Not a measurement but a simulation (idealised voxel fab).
The following is a process module called voxel plated lines.
Section cut is 190 nm wide and gridded with 5 nm square cells.
Notation: cross-section as square-cell grid; stated in bands, top first, going down; one or more cell rows per band.
Basically the band line says how high the top is and how high the bottom is, in nm, and then what's in it from left to right, every material with its width in nm. Empty space shows up as "empty", and if a single material carries "full width" it runs the full band edge to edge.
Heights are expressed relative to 0, this being the level below which the as-received wafer comprises one material exclusively. The lowest band is unbounded in the downward direction and is denoted as in "0 down".
A width given as "30..40" starts at the first number in the band's top row and ends at the second number in its bottom row, shifting by an equal amount at every step from row to row.
Any step labelled "remains unaltered" changed none of the cells in the cross-section.
Entry "Sealed void listing" = empty spaces >= 8 cells with no open way to the top; each as width x height at distance, distance from left edge, all nm.
after a step's settings: what the simulator itself notes on the step
Each step line may optionally specify "overlay nm", which for a step with a mask gives the rightward distance between the mask's planned place and where it lay, a negative value indicating the leftward direction.

Process steps (planned):
1,RECEIVE,material Si
2,CONFORMAL_DEP,material Al2O3,thk nm 5
3,DIRECTIONAL_DEP,material TiN,thk nm 5
4,PATTERN,tone open,mask id LINES,material resist,width nm 20,pitch nm 35,thk nm 15,overlay nm 0
5,EPI,material Ru,thk nm 5
6,STRIP,etch materials resist
7,DIRECTIONAL_ETCH,etch materials TiN,depth nm 5
8,CONFORMAL_DEP,material SiN,thk nm 10

The first of the two wafers, which ran as planned:

Wafer cross-section on receipt, i.e. after step 1:
    0 down  Si full width
    Sealed void listing: none

Step 2 done - wafer cross-section:
    5 to 0  Al2O3 full width
    Whatever lies below 0 is exactly as it was before.

Step 3 done - wafer cross-section:
    10 to 5  TiN full width
    Whatever lies below 5 is exactly as it was before.

Step 4 done - wafer cross-section:
    25 to 10  30 nm resist / 20 nm empty / 15 nm resist / 20 nm empty / 15 nm resist / 20 nm empty / 15 nm resist / 20 nm empty / 35 nm resist
    Whatever lies below 10 is exactly as it was before.

Step 5 done - wafer cross-section:
    25 to 15  30 nm resist / 20 nm empty / 15 nm resist / 20 nm empty / 15 nm resist / 20 nm empty / 15 nm resist / 20 nm empty / 35 nm resist
    15 to 10  30 nm resist / 20 nm Ru / 15 nm resist / 20 nm Ru / 15 nm resist / 20 nm Ru / 15 nm resist / 20 nm Ru / 35 nm resist
    Whatever lies below 10 is exactly as it was before.

Step 6 done - wafer cross-section:
    15 to 10  30 nm empty / 20 nm Ru / 15 nm empty / 20 nm Ru / 15 nm empty / 20 nm Ru / 15 nm empty / 20 nm Ru / 35 nm empty
    Whatever lies below 10 is exactly as it was before.

Step 7 done - wafer cross-section:
    15 to 10  30 nm empty / 20 nm Ru / 15 nm empty / 20 nm Ru / 15 nm empty / 20 nm Ru / 15 nm empty / 20 nm Ru / 35 nm empty
    10 to 5  30 nm empty / 20 nm TiN / 15 nm empty / 20 nm TiN / 15 nm empty / 20 nm TiN / 15 nm empty / 20 nm TiN / 35 nm empty
    Whatever lies below 5 is exactly as it was before.

Step 8 done - wafer cross-section:
    25 to 15  20 nm empty / 145 nm SiN / 25 nm empty
    15 to 10  30 nm SiN / 20 nm Ru / 15 nm SiN / 20 nm Ru / 15 nm SiN / 20 nm Ru / 15 nm SiN / 20 nm Ru / 35 nm SiN
    10 to 5  30 nm SiN / 20 nm TiN / 15 nm SiN / 20 nm TiN / 15 nm SiN / 20 nm TiN / 15 nm SiN / 20 nm TiN / 35 nm SiN
    Whatever lies below 5 is exactly as it was before.

The remaining wafer, second of the two, started like the first and was run to the same plan, except that one mistake was made along the way; the two coincide through step 3, inclusive:

Cross-section of the second wafer at the time step 4 of the plan should have ended:
    25 to 10  30 nm empty / 20 nm resist / 15 nm empty / 20 nm resist / 15 nm empty / 20 nm resist / 15 nm empty / 20 nm resist / 35 nm empty
    Whatever lies below 10 is exactly as it was before.

Cross-section of the second wafer at the time step 5 of the plan should have ended:
    25 to 15  30 nm empty / 20 nm resist / 15 nm empty / 20 nm resist / 15 nm empty / 20 nm resist / 15 nm empty / 20 nm resist / 35 nm empty
    15 to 10  30 nm Ru / 20 nm resist / 15 nm Ru / 20 nm resist / 15 nm Ru / 20 nm resist / 15 nm Ru / 20 nm resist / 35 nm Ru
    Whatever lies below 10 is exactly as it was before.

Cross-section of the second wafer at the time step 6 of the plan should have ended:
    15 to 10  30 nm Ru / 20 nm empty / 15 nm Ru / 20 nm empty / 15 nm Ru / 20 nm empty / 15 nm Ru / 20 nm empty / 35 nm Ru
    Whatever lies below 10 is exactly as it was before.

Cross-section of the second wafer at the time step 7 of the plan should have ended:
    15 to 10  30 nm Ru / 20 nm empty / 15 nm Ru / 20 nm empty / 15 nm Ru / 20 nm empty / 15 nm Ru / 20 nm empty / 35 nm Ru
    10 to 5  30 nm TiN / 20 nm empty / 15 nm TiN / 20 nm empty / 15 nm TiN / 20 nm empty / 15 nm TiN / 20 nm empty / 35 nm TiN
    Whatever lies below 5 is exactly as it was before.

Cross-section of the second wafer at the time step 8 of the plan should have ended:
    25 to 15  SiN full width
    15 to 10  30 nm Ru / 20 nm SiN / 15 nm Ru / 20 nm SiN / 15 nm Ru / 20 nm SiN / 15 nm Ru / 20 nm SiN / 35 nm Ru
    10 to 5  30 nm TiN / 20 nm SiN / 15 nm TiN / 20 nm SiN / 15 nm TiN / 20 nm SiN / 15 nm TiN / 20 nm SiN / 35 nm TiN
    Whatever lies below 5 is exactly as it was before.
In executing the process, a mistake was made relative to the plan: step 4, actual vs plan mismatch, actual run PATTERN,tone cover,mask id LINES,material resist,width nm 20,pitch nm 35,thk nm 15,overlay nm 0
Materials where the second wafer ends with more or fewer cells than the first: Ru +6, SiN +6, TiN +6
